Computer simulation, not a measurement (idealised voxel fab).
The name of this process module is voxel ribs on slabs.
The cross-section shown here is cut; it is 250 nm wide and divided into square cells measuring 5 nm on a side.
Cross-section = grid of square cells, listed top down in bands; band = one or more rows.
In this notation a band is specified by the heights of its top and bottom, in that order and in nm, after which its materials appear from left to right, each paired with its width in nm. The word "full width" attached to a single material means that material fills the band from edge to edge; the word "empty" stands for empty space.
Heads up on the height convention: 0 is the point under which the incoming wafer is all one material, and the lowest band has no bottom, it just keeps going down, like "0 -> down".
The notation "30->40" denotes a width that varies across the rows of cells in the band, beginning at the first number in the top row, finishing at the second number in the bottom row, and changing by an identical amount from each row to the next.
You'll sometimes find "all unchanged" written for a step, and that's the way of saying that nowhere in the cross-section did a cell change during that step.
"Enclosed cavity list": empty spaces of 8 cells or more with no open way to the top, each given as width x height at distance, distance from the left edge, all in nm.
Heads up: the bit after the settings on a step's line is the simulator's remark on that step.
"overlay nm", when on a step's line for a step with a mask, measures how far to the right of its planned place the mask lay; a negative measure means to the left.
## So here's the lineup of process steps we planned
1) RECEIVE,material Si
2) DIRECTIONAL_DEP,material SiO2,thk nm 20
3) DIRECTIONAL_DEP,material polySi,thk nm 15
4) DIRECTIONAL_DEP,material aC,thk nm 15
5) PATTERN,tone cover,mask id RIB,material resist,width nm 25,thk nm 35,overlay nm 0
6) DIRECTIONAL_ETCH,etch materials aC,depth nm 15
7) STRIP,etch materials resist
8) DIRECTIONAL_ETCH,etch materials polySi,depth nm 5
9) STRIP,etch materials aC
10) PATTERN,tone cover,mask id SLAB,material resist,width nm 75,thk nm 20,overlay nm 0
11) DIRECTIONAL_ETCH,etch materials polySi,depth nm 5
12) STRIP,etch materials resist
13) FILL_DEP,material SiO2,thk nm 15
14) CMP,height nm 45
15) DIRECTIONAL_DEP,material W,thk nm 10
16) MASKED_ETCH,tone cover,mask id HEATER,width nm 35,etch materials W,depth nm 10,overlay nm 0
17) CONFORMAL_DEP,material SiN,thk nm 5
Be aware that, although all wafers share a common starting state, the depth nm at step 8 differs among them, and the plan displays the first wafer's value.
## The first of several wafers, as received after step 1, seen in section
	0 -> down: Si full width
	Enclosed cavity list: none
## End of the module, past its last step, step 17: how the first of several wafers looks in cross-section
	60 -> 55: 100 empty | 45 SiN | 105 empty
	55 -> 50: 100 empty | 5 SiN | 35 W | 5 SiN | 105 empty
	50 -> 45: 105 SiN | 35 W | 110 SiN
	45 -> 35: SiO2 full width
	35 -> 25: 110->85 SiO2 | 25->75 polySi | 115->90 SiO2
	25 -> 20: polySi full width
	20 -> 0: SiO2 full width
	0 -> down: Si full width
	Enclosed cavity list: none
## The module's end: a cross-section of the last wafer
	60 -> 55: 100 empty | 45 SiN | 105 empty
	55 -> 50: 100 empty | 5 SiN | 35 W | 5 SiN | 105 empty
	50 -> 45: 105 SiN | 35 W | 110 SiN
	45 -> 35: SiO2 full width
	35 -> 20: 110 SiO2 | 25 polySi | 115 SiO2
	20 -> 0: SiO2 full width
	0 -> down: Si full width
	Enclosed cavity list: none
## Below, a row for every wafer. Read it as the end-of-module picture: for each material the wafer shows its cells gained (+) or lost (-) since it was received, and then its closed voids
depth nm 5 | +54 SiN | +380 SiO2 | +14 W | +70 polySi | Enclosed cavity list: none
depth nm 10 | +54 SiN | +425 SiO2 | +14 W | +25 polySi | Enclosed cavity list: none
depth nm 15 | +54 SiN | +435 SiO2 | +14 W | +15 polySi | Enclosed cavity list: none
depth nm 20 | +54 SiN | +435 SiO2 | +14 W | +15 polySi | Enclosed cavity list: none
depth nm 25 | +54 SiN | +435 SiO2 | +14 W | +15 polySi | Enclosed cavity list: none
